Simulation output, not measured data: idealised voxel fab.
process module | voxel transistor to metal
cross-section cut | 155 nm wide | cells 5 nm
A cross-section is a grid of square cells, given in bands from the top down. A band is one or more rows of cells.
Each band's line starts with the height of the band's top and of its bottom, in nm. Then come its materials from left to right, each with its width in nm. One material with "throughout" fills the band from edge to edge. "air" is empty space.
Height 0 is the level under which the wafer as received is all one material. The lowest band goes on downwards, as in "0 down".
A width such as "30 to 40" changes by the same amount from each row of cells to the next, from the band's top row to its bottom row.
"no change" after a step means that no cell of the cross-section changed.
closed voids: empty space of 8 cells or more with no open way to the top, each as width x height at its distance from the left edge, in nm
after a step's settings: what the simulator itself notes on the step
overlay nm, on a step with a mask: how far to the right of its planned place the mask lay; to the left if negative
plan
1 op RECEIVE | material Si
2 op CONFORMAL_DEP | material SiO2 | thk nm 5
3 op CONFORMAL_DEP | material SiN | thk nm 10
4 op PATTERN | tone cover | mask id ACTIVE | material resist | width nm 100 | thk nm 20 | overlay nm 0
5 op DIRECTIONAL_ETCH | etch materials SiN | depth nm 10
6 op DIRECTIONAL_ETCH | etch materials SiO2 | depth nm 5
7 op DIRECTIONAL_ETCH | etch materials Si | depth nm 25
8 op STRIP | etch materials resist
9 op OXIDIZE | depth nm 5
10 op FILL_DEP | material SiO2 | thk nm 5
11 op CMP | height nm 15
12 op SELECTIVE_ETCH | etch materials SiO2 | depth nm 5
13 op STRIP | etch materials SiN
14 op SELECTIVE_ETCH | etch materials SiO2 | depth nm 5
15 op OXIDIZE | depth nm 5
16 op DIRECTIONAL_DEP | material polySi | thk nm 30
17 op DIRECTIONAL_DEP | material SiCN | thk nm 15
18 op MASKED_ETCH | tone cover | mask id GATE | width nm 20 | etch materials SiCN | depth nm 25 | overlay nm 0
19 op MASKED_ETCH | tone cover | mask id GATE | width nm 20 | etch materials polySi | depth nm 40 | overlay nm 0
20 op CONFORMAL_DEP | material SiN | thk nm 10
21 op DIRECTIONAL_ETCH | etch materials SiN | depth nm 10
22 op DIRECTIONAL_ETCH | etch materials SiO2 | depth nm 5
23 op EPI | material SiGe | thk nm 5
24 op FILL_DEP | material SiO2 | thk nm 10
25 op CMP | height nm 45
26 op DIRECTIONAL_DEP | material SiO2 | thk nm 10
27 op PATTERN | tone open | mask id CONTACT | material resist | width nm 15 | pitch nm 65 | thk nm 20 | overlay nm 0
28 op DIRECTIONAL_ETCH | etch materials SiO2 | depth nm 55
29 op STRIP | etch materials resist
30 op CONFORMAL_DEP | material TiN | thk nm 5
31 op FILL_DEP | material W | thk nm 5
32 op CMP | height nm 55
33 op DIRECTIONAL_DEP | material TiN | thk nm 5
34 op DIRECTIONAL_DEP | material Ru | thk nm 20
35 op PATTERN | tone cover | mask id METAL_1 | material resist | width nm 15 | pitch nm 65 | thk nm 20 | overlay nm 0
36 op DIRECTIONAL_ETCH | etch materials Ru | depth nm 20
37 op DIRECTIONAL_ETCH | etch materials TiN | depth nm 5
38 op STRIP | etch materials resist
39 op FILL_DEP | material SiO2 | thk nm 10
40 op CMP | height nm 80
41 op CONFORMAL_DEP | material SiCN | thk nm 5
42 op DIRECTIONAL_DEP | material lowk | thk nm 25
43 op DIRECTIONAL_DEP | material aC | thk nm 10
44 op PATTERN | tone open | mask id METAL_2 | material resist | width nm 15 | pitch nm 65 | thk nm 30 | overlay nm 0
45 op DIRECTIONAL_ETCH | etch materials aC | depth nm 10
46 op STRIP | etch materials resist
47 op DIRECTIONAL_ETCH | etch materials lowk | depth nm 15
48 op STRIP | etch materials aC
49 op MASKED_ETCH | tone open | mask id METAL_2_HOLES | width nm 15 | pitch nm 65 | etch materials lowk | depth nm 10 | overlay nm 0
50 op MASKED_ETCH | tone open | mask id METAL_2_HOLES | width nm 15 | pitch nm 65 | etch materials SiCN | depth nm 5 | overlay nm 0
51 op CONFORMAL_DEP | material TiN | thk nm 5
52 op FILL_DEP | material Cu | thk nm 10
53 op CMP | height nm 110
54 op CONFORMAL_DEP | material SiN | thk nm 5
first wafer, as planned
as received, after step 1
  0 down: Si throughout
  closed voids: none
after step 2
  5 to 0: SiO2 throughout
  below 0: unchanged
after step 3
  15 to 5: SiN throughout
  below 5: unchanged
after step 4
  35 to 15: air 25 | resist 100 | air 30
  below 15: unchanged
after step 5
  35 to 15: air 25 | resist 100 | air 30
  15 to 5: air 25 | SiN 100 | air 30
  below 5: unchanged
after step 6
  35 to 15: air 25 | resist 100 | air 30
  15 to 5: air 25 | SiN 100 | air 30
  5 to 0: air 25 | SiO2 100 | air 30
  below 0: unchanged
after step 7
  35 to 15: air 25 | resist 100 | air 30
  15 to 5: air 25 | SiN 100 | air 30
  5 to 0: air 25 | SiO2 100 | air 30
  0 to -25: air 25 | Si 100 | air 30
  below -25: unchanged
after step 8
  15 to 5: air 25 | SiN 100 | air 30
  below 5: unchanged
after step 9
  15 to 5: air 25 | SiN 100 | air 30
  5 to 0: air 25 | SiO2 100 | air 30
  0 to -25: air 25 | SiO2 5 | Si 90 | SiO2 5 | air 30
  -25 to -30: SiO2 30 | Si 90 | SiO2 35
  below -30: unchanged
after step 10
  20 to 15: SiO2 throughout
  15 to 5: SiO2 25 | SiN 100 | SiO2 30
  5 to 0: SiO2 throughout
  0 to -30: SiO2 30 | Si 90 | SiO2 35
  below -30: unchanged
after step 11
  15 to 5: SiO2 25 | SiN 100 | SiO2 30
  below 5: unchanged
after step 12
  15 to 10: air 25 | SiN 100 | air 30
  below 10: unchanged
after step 13
  10 to 5: SiO2 25 | air 100 | SiO2 30
  below 5: unchanged
after step 14
  5 to 0: SiO2 20 | air 110 | SiO2 25
  below 0: unchanged
after step 15
  5 to 0: SiO2 20 | air 110 | SiO2 25
  0 to -5: SiO2 throughout
  below -5: unchanged
after step 16
  35 to 30: polySi 20 | air 110 | polySi 25
  30 to 5: polySi throughout
  5 to 0: SiO2 20 | polySi 110 | SiO2 25
  below 0: unchanged
after step 17
  50 to 45: SiCN 20 | air 110 | SiCN 25
  45 to 35: SiCN throughout
  35 to 30: polySi 20 | SiCN 110 | polySi 25
  below 30: unchanged
after step 18
  45 to 35: air 65 | SiCN 20 | air 70
  35 to 30: polySi 20 | air 45 | SiCN 20 | air 45 | polySi 25
  below 30: unchanged
after step 19
  45 to 30: air 65 | SiCN 20 | air 70
  30 to 5: air 65 | polySi 20 | air 70
  5 to 0: SiO2 20 | air 45 | polySi 20 | air 45 | SiO2 25
  below 0: unchanged
after step 20
  55 to 45: air 55 | SiN 40 | air 60
  45 to 30: air 55 | SiN 10 | SiCN 20 | SiN 10 | air 60
  30 to 15: air 55 | SiN 10 | polySi 20 | SiN 10 | air 60
  15 to 10: SiN 30 | air 25 | SiN 10 | polySi 20 | SiN 10 | air 25 | SiN 35
  10 to 5: SiN 65 | polySi 20 | SiN 70
  5 to 0: SiO2 20 | SiN 45 | polySi 20 | SiN 45 | SiO2 25
  below 0: unchanged
after step 21
  45 to 30: air 55 | SiN 10 | SiCN 20 | SiN 10 | air 60
  30 to 5: air 55 | SiN 10 | polySi 20 | SiN 10 | air 60
  5 to 0: SiO2 20 | SiN 10 | air 25 | SiN 10 | polySi 20 | SiN 10 | air 25 | SiN 10 | SiO2 25
  below 0: unchanged
after step 22
  45 to 30: air 55 | SiN 10 | SiCN 20 | SiN 10 | air 60
  30 to 5: air 55 | SiN 10 | polySi 20 | SiN 10 | air 60
  5 to 0: air 20 | SiN 10 | air 25 | SiN 10 | polySi 20 | SiN 10 | air 25 | SiN 10 | air 25
  0 to -5: SiO2 30 | air 25 | SiO2 40 | air 25 | SiO2 35
  below -5: unchanged
after step 23
  45 to 30: air 55 | SiN 10 | SiCN 20 | SiN 10 | air 60
  30 to 5: air 55 | SiN 10 | polySi 20 | SiN 10 | air 60
  5 to 0: air 20 | SiN 10 | air 25 | SiN 10 | polySi 20 | SiN 10 | air 25 | SiN 10 | air 25
  0 to -5: SiO2 30 | SiGe 25 | SiO2 40 | SiGe 25 | SiO2 35
  below -5: unchanged
after step 24
  55 to 45: SiO2 throughout
  45 to 30: SiO2 55 | SiN 10 | SiCN 20 | SiN 10 | SiO2 60
  30 to 5: SiO2 55 | SiN 10 | polySi 20 | SiN 10 | SiO2 60
  5 to 0: SiO2 20 | SiN 10 | SiO2 25 | SiN 10 | polySi 20 | SiN 10 | SiO2 25 | SiN 10 | SiO2 25
  below 0: unchanged
after step 25
  45 to 30: SiO2 55 | SiN 10 | SiCN 20 | SiN 10 | SiO2 60
  below 30: unchanged
after step 26
  55 to 45: SiO2 throughout
  below 45: unchanged
after step 27
  75 to 55: resist 35 | air 15 | resist 50 | air 15 | resist 40
  below 55: unchanged
after step 28
  75 to 55: resist 35 | air 15 | resist 50 | air 15 | resist 40
  55 to 45: SiO2 35 | air 15 | SiO2 50 | air 15 | SiO2 40
  45 to 30: SiO2 35 | air 15 | SiO2 5 | SiN 10 | SiCN 20 | SiN 10 | SiO2 5 | air 15 | SiO2 40
  30 to 5: SiO2 35 | air 15 | SiO2 5 | SiN 10 | polySi 20 | SiN 10 | SiO2 5 | air 15 | SiO2 40
  5 to 0: SiO2 20 | SiN 10 | SiO2 5 | air 15 | SiO2 5 | SiN 10 | polySi 20 | SiN 10 | SiO2 5 | air 15 | SiO2 5 | SiN 10 | SiO2 25
  below 0: unchanged
after step 29
  55 to 45: SiO2 35 | air 15 | SiO2 50 | air 15 | SiO2 40
  below 45: unchanged
after step 30
  60 to 55: TiN 40 | air 5 | TiN 60 | air 5 | TiN 45
  55 to 45: SiO2 35 | TiN 5 | air 5 | TiN 5 | SiO2 50 | TiN 5 | air 5 | TiN 5 | SiO2 40
  45 to 30: SiO2 35 | TiN 5 | air 5 | TiN 5 | SiO2 5 | SiN 10 | SiCN 20 | SiN 10 | SiO2 5 | TiN 5 | air 5 | TiN 5 | SiO2 40
  30 to 5: SiO2 35 | TiN 5 | air 5 | TiN 5 | SiO2 5 | SiN 10 | polySi 20 | SiN 10 | SiO2 5 | TiN 5 | air 5 | TiN 5 | SiO2 40
  5 to 0: SiO2 20 | SiN 10 | SiO2 5 | TiN 15 | SiO2 5 | SiN 10 | polySi 20 | SiN 10 | SiO2 5 | TiN 15 | SiO2 5 | SiN 10 | SiO2 25
  below 0: unchanged
after step 31
  65 to 60: W throughout
  60 to 55: TiN 40 | W 5 | TiN 60 | W 5 | TiN 45
  55 to 45: SiO2 35 | TiN 5 | W 5 | TiN 5 | SiO2 50 | TiN 5 | W 5 | TiN 5 | SiO2 40
  45 to 30: SiO2 35 | TiN 5 | W 5 | TiN 5 | SiO2 5 | SiN 10 | SiCN 20 | SiN 10 | SiO2 5 | TiN 5 | W 5 | TiN 5 | SiO2 40
  30 to 5: SiO2 35 | TiN 5 | W 5 | TiN 5 | SiO2 5 | SiN 10 | polySi 20 | SiN 10 | SiO2 5 | TiN 5 | W 5 | TiN 5 | SiO2 40
  below 5: unchanged
after step 32
  55 to 45: SiO2 35 | TiN 5 | W 5 | TiN 5 | SiO2 50 | TiN 5 | W 5 | TiN 5 | SiO2 40
  below 45: unchanged
after step 33
  60 to 55: TiN throughout
  below 55: unchanged
after step 34
  80 to 60: Ru throughout
  below 60: unchanged
after step 35
  100 to 80: air 35 | resist 15 | air 50 | resist 15 | air 40
  below 80: unchanged
after step 36
  100 to 80: air 35 | resist 15 | air 50 | resist 15 | air 40
  80 to 60: air 35 | Ru 15 | air 50 | Ru 15 | air 40
  below 60: unchanged
after step 37
  100 to 80: air 35 | resist 15 | air 50 | resist 15 | air 40
  80 to 60: air 35 | Ru 15 | air 50 | Ru 15 | air 40
  60 to 55: air 35 | TiN 15 | air 50 | TiN 15 | air 40
  below 55: unchanged
after step 38
  80 to 60: air 35 | Ru 15 | air 50 | Ru 15 | air 40
  below 60: unchanged
after step 39
  90 to 80: SiO2 throughout
  80 to 60: SiO2 35 | Ru 15 | SiO2 50 | Ru 15 | SiO2 40
  60 to 55: SiO2 35 | TiN 15 | SiO2 50 | TiN 15 | SiO2 40
  below 55: unchanged
after step 40
  80 to 60: SiO2 35 | Ru 15 | SiO2 50 | Ru 15 | SiO2 40
  below 60: unchanged
after step 41
  85 to 80: SiCN throughout
  below 80: unchanged
after step 42
  110 to 85: lowk throughout
  below 85: unchanged
after step 43
  120 to 110: aC throughout
  below 110: unchanged
after step 44
  150 to 120: resist 35 | air 15 | resist 50 | air 15 | resist 40
  below 120: unchanged
after step 45
  140 to 120: resist 35 | air 15 | resist 50 | air 15 | resist 40
  120 to 110: aC 35 | air 15 | aC 50 | air 15 | aC 40
  below 110: unchanged
after step 46
  120 to 110: aC 35 | air 15 | aC 50 | air 15 | aC 40
  below 110: unchanged
after step 47
  120 to 110: aC 35 | air 15 | aC 50 | air 15 | aC 40
  110 to 95: lowk 35 | air 15 | lowk 50 | air 15 | lowk 40
  below 95: unchanged
after step 48
  110 to 95: lowk 35 | air 15 | lowk 50 | air 15 | lowk 40
  below 95: unchanged
after step 49
  110 to 85: lowk 35 | air 15 | lowk 50 | air 15 | lowk 40
  below 85: unchanged
after step 50
  110 to 85: lowk 35 | air 15 | lowk 50 | air 15 | lowk 40
  85 to 80: SiCN 35 | air 15 | SiCN 50 | air 15 | SiCN 40
  below 80: unchanged
after step 51
  115 to 110: TiN 40 | air 5 | TiN 60 | air 5 | TiN 45
  110 to 85: lowk 35 | TiN 5 | air 5 | TiN 5 | lowk 50 | TiN 5 | air 5 | TiN 5 | lowk 40
  85 to 80: SiCN 35 | TiN 15 | SiCN 50 | TiN 15 | SiCN 40
  below 80: unchanged
after step 52
  125 to 115: Cu throughout
  115 to 110: TiN 40 | Cu 5 | TiN 60 | Cu 5 | TiN 45
  110 to 85: lowk 35 | TiN 5 | Cu 5 | TiN 5 | lowk 50 | TiN 5 | Cu 5 | TiN 5 | lowk 40
  below 85: unchanged
after step 53
  110 to 85: lowk 35 | TiN 5 | Cu 5 | TiN 5 | lowk 50 | TiN 5 | Cu 5 | TiN 5 | lowk 40
  below 85: unchanged
after step 54
  115 to 110: SiN throughout
  below 110: unchanged
second wafer: like start, like plan, one mistake. Through step 34 it matches the first wafer
when step 35 should have ended
  100 to 80: resist 35 | air 15 | resist 50 | air 15 | resist 40
  below 80: unchanged
when step 36 should have ended
  100 to 80: resist 35 | air 15 | resist 50 | air 15 | resist 40
  80 to 60: Ru 35 | air 15 | Ru 50 | air 15 | Ru 40
  below 60: unchanged
when step 37 should have ended
  100 to 80: resist 35 | air 15 | resist 50 | air 15 | resist 40
  80 to 60: Ru 35 | air 15 | Ru 50 | air 15 | Ru 40
  60 to 55: TiN 35 | air 15 | TiN 50 | air 15 | TiN 40
  below 55: unchanged
when step 38 should have ended
  80 to 60: Ru 35 | air 15 | Ru 50 | air 15 | Ru 40
  below 60: unchanged
when step 39 should have ended
  90 to 80: SiO2 throughout
  80 to 60: Ru 35 | SiO2 15 | Ru 50 | SiO2 15 | Ru 40
  60 to 55: TiN 35 | SiO2 15 | TiN 50 | SiO2 15 | TiN 40
  below 55: unchanged
when step 40 should have ended
  80 to 60: Ru 35 | SiO2 15 | Ru 50 | SiO2 15 | Ru 40
  below 60: unchanged
when step 41 should have ended
  85 to 80: SiCN throughout
  below 80: unchanged
when step 42 should have ended
  110 to 85: lowk throughout
  below 85: unchanged
when step 43 should have ended
  120 to 110: aC throughout
  below 110: unchanged
when step 44 should have ended
  150 to 120: resist 35 | air 15 | resist 50 | air 15 | resist 40
  below 120: unchanged
when step 45 should have ended
  140 to 120: resist 35 | air 15 | resist 50 | air 15 | resist 40
  120 to 110: aC 35 | air 15 | aC 50 | air 15 | aC 40
  below 110: unchanged
when step 46 should have ended
  120 to 110: aC 35 | air 15 | aC 50 | air 15 | aC 40
  below 110: unchanged
when step 47 should have ended
  120 to 110: aC 35 | air 15 | aC 50 | air 15 | aC 40
  110 to 95: lowk 35 | air 15 | lowk 50 | air 15 | lowk 40
  below 95: unchanged
when step 48 should have ended
  110 to 95: lowk 35 | air 15 | lowk 50 | air 15 | lowk 40
  below 95: unchanged
when step 49 should have ended
  110 to 85: lowk 35 | air 15 | lowk 50 | air 15 | lowk 40
  below 85: unchanged
when step 50 should have ended
  110 to 85: lowk 35 | air 15 | lowk 50 | air 15 | lowk 40
  85 to 80: SiCN 35 | air 15 | SiCN 50 | air 15 | SiCN 40
  below 80: unchanged
when step 51 should have ended
  115 to 110: TiN 40 | air 5 | TiN 60 | air 5 | TiN 45
  110 to 85: lowk 35 | TiN 5 | air 5 | TiN 5 | lowk 50 | TiN 5 | air 5 | TiN 5 | lowk 40
  85 to 80: SiCN 35 | TiN 15 | SiCN 50 | TiN 15 | SiCN 40
  below 80: unchanged
when step 52 should have ended
  125 to 115: Cu throughout
  115 to 110: TiN 40 | Cu 5 | TiN 60 | Cu 5 | TiN 45
  110 to 85: lowk 35 | TiN 5 | Cu 5 | TiN 5 | lowk 50 | TiN 5 | Cu 5 | TiN 5 | lowk 40
  below 85: unchanged
when step 53 should have ended
  110 to 85: lowk 35 | TiN 5 | Cu 5 | TiN 5 | lowk 50 | TiN 5 | Cu 5 | TiN 5 | lowk 40
  below 85: unchanged
when step 54 should have ended
  115 to 110: SiN throughout
  below 110: unchanged
what went wrong: step 35 ran as: op PATTERN | tone open | mask id METAL_1 | material resist | width nm 15 | pitch nm 65 | thk nm 20 | overlay nm 0
at the end the second wafer has, in cells: 76 more of Ru | 95 fewer of SiO2 | 19 more of TiN
